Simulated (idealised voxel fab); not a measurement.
Process module heading - voxel ribs on slabs
Cross-sectional view cut (width: 265 nm; square cell size: 5 nm).
Throughout this document, each cross-section is represented as a grid of square cells and is presented as a sequence of bands enumerated from the top downward, where a band comprises one or more rows of cells. Quick guide to a band line: top height, bottom height (nm) up front; then every material left to right with its width in nm. Only one material and it's marked "full width"? Then it fills the band edge to edge. And "blank" just means empty space. Note: height 0 marks the level under which the wafer is uniformly one material as received. Lowest band unbounded below, written "0 nm and below". Width spec "30->40" -> top row of cells at first value, bottom row at second value, equal per-row change in between. Step marked "nothing altered"? Then no cell in the cross-section changed in it. "Fully enclosed voids": sealed empty spaces, 8 cells or more, no open way to top, listed width x height at distance, with distance from the left edge and width, height and distance in nm. Post-settings text on a step line: simulator's own remark regarding the step. What "overlay nm" on a step's line means: if the step has a mask, that mask lay this far to the right of its planned place, or, when the value is negative, to the left.

The planned process steps are enumerated hereunder
1,op RECEIVE | material Si
2,op DIRECTIONAL_DEP | material SiO2 | thk nm 30
3,op DIRECTIONAL_DEP | material SiN | thk nm 20
4,op PATTERN | tone cover | mask id RIB | material resist | width nm 30 | thk nm 20 | overlay nm 0
5,op DIRECTIONAL_ETCH | etch materials SiN | depth nm 15
6,op STRIP | etch materials resist
7,op MASKED_ETCH | tone cover | mask id SLAB | width nm 90 | etch materials SiN | depth nm 5 | overlay nm 0
8,op FILL_DEP | material SiO2 | thk nm 25
9,op CMP | height nm 65
10,op DIRECTIONAL_DEP | material TiN | thk nm 10
11,op MASKED_ETCH | tone cover | mask id HEATER | width nm 40 | etch materials TiN | depth nm 10 | overlay nm 0
12,op CONFORMAL_DEP | material SiN | thk nm 5

As-received wafer cross-section (after step 1)
0 nm and below | Si full width
Fully enclosed voids: none

first wafer at the end, as planned
80 nm to 75 nm | blank: 105 / SiN: 50 / blank: 110
75 nm to 70 nm | blank: 105 / SiN: 5 / TiN: 40 / SiN: 5 / blank: 110
70 nm to 65 nm | SiN: 110 / TiN: 40 / SiN: 115
65 nm to 50 nm | SiO2 full width
50 nm to 35 nm | SiO2: 115 / SiN: 30 / SiO2: 120
35 nm to 30 nm | SiO2: 85 / SiN: 90 / SiO2: 90
30 nm to 0 nm | SiO2 full width
0 nm and below | Si full width
Fully enclosed voids: none

Cross-sectional view: second of two wafers, end of module; start and plan identical to the first, one mistake in running
80 nm to 75 nm | blank: 100 / SiN: 50 / blank: 115
75 nm to 70 nm | blank: 100 / SiN: 5 / TiN: 40 / SiN: 5 / blank: 115
70 nm to 65 nm | SiN: 105 / TiN: 40 / SiN: 120
65 nm to 50 nm | SiO2 full width
50 nm to 35 nm | SiO2: 115 / SiN: 30 / SiO2: 120
35 nm to 30 nm | SiO2: 85 / SiN: 90 / SiO2: 90
30 nm to 0 nm | SiO2 full width
0 nm and below | Si full width
Fully enclosed voids: none
Misprocessing identified: contrary to plan, step 11 was performed as op MASKED_ETCH | tone cover | mask id HEATER | width nm 40 | etch materials TiN | depth nm 10 | overlay nm -5
So at the finish, the second wafer's got exactly as many cells of each material as the first, just not in the same spots.
